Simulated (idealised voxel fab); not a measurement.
Presented below is a process module, voxel fin reveal.
Xsec cut, 250 nm wide, square cell size 5 nm.
Bands, listed from the top down, are how a cross-section gets written in this document; the cross-section itself is a grid of square cells, and a band is one or more rows of them. A band entry consists of two parts. The first gives the height of the band's top and the height of its bottom, in nm. The rest lists the band's materials from left to right, each with its width in nm. A single material labelled with the word "edge to edge" fills the band from edge to edge, and the word "blank" marks empty space. Counting heights begins at 0, where everything beneath is, in the wafer as received, one material. The lowest band has no bottom; it goes on downwards, as "top 0, no bottom" shows. Width: "30 to 40" (first number = top row, second number = bottom row, same change from row to row of cells). The cross-section has no changed cell in any step marked "changes: none". Empty spaces counting at least 8 cells and having no open way to the top are listed in "Trapped void list". The notation width x height at distance is used for each, the distance being from the left edge and all three values in nm. Heads up: the bit after the settings on a step's line is the simulator's remark on that step. "overlay nm" denotes, for a step that has a mask, the displacement of the mask to the right of its planned place, with negative values corresponding to the left.

-- Intended process steps
| 1 | RECEIVE, material Si |
| 2 | CONFORMAL_DEP, material SiN, thk nm 10 |
| 3 | DIRECTIONAL_DEP, material aC, thk nm 10 |
| 4 | PATTERN, tone cover, mask id FINS, material resist, width nm 15, pitch nm 40, thk nm 25, overlay nm 0 |
| 5 | DIRECTIONAL_ETCH, etch materials aC, depth nm 10 |
| 6 | STRIP, etch materials resist |
| 7 | DIRECTIONAL_ETCH, etch materials SiN, depth nm 10 |
| 8 | DIRECTIONAL_ETCH, etch materials Si, depth nm 40 |
| 9 | STRIP, etch materials aC |
| 10 | OXIDIZE, depth nm 5 |
| 11 | FILL_DEP, material SiO2, thk nm 15 |
| 12 | CMP, height nm 10 |
| 13 | SELECTIVE_ETCH, etch materials SiO2, depth nm 20 |
| 14 | STRIP, etch materials SiN |

-- As received (post step 1): cross-section
    top 0, no bottom  Si edge to edge
    Trapped void list: none

-- Starting structure and process plan are as shown above, but one mistake was made in running the module; the wafer cross-section at the end of the module follows
    top 5, bottom 0  SiO2 95; blank 15; SiO2 25; blank 15; SiO2 100
    top 0, bottom -45  SiO2 100; Si 5; SiO2 35; Si 5; SiO2 105
    top -45, no bottom  Si edge to edge
    Trapped void list: none
Processing error: step 12 was dropped from the plan's execution and never run
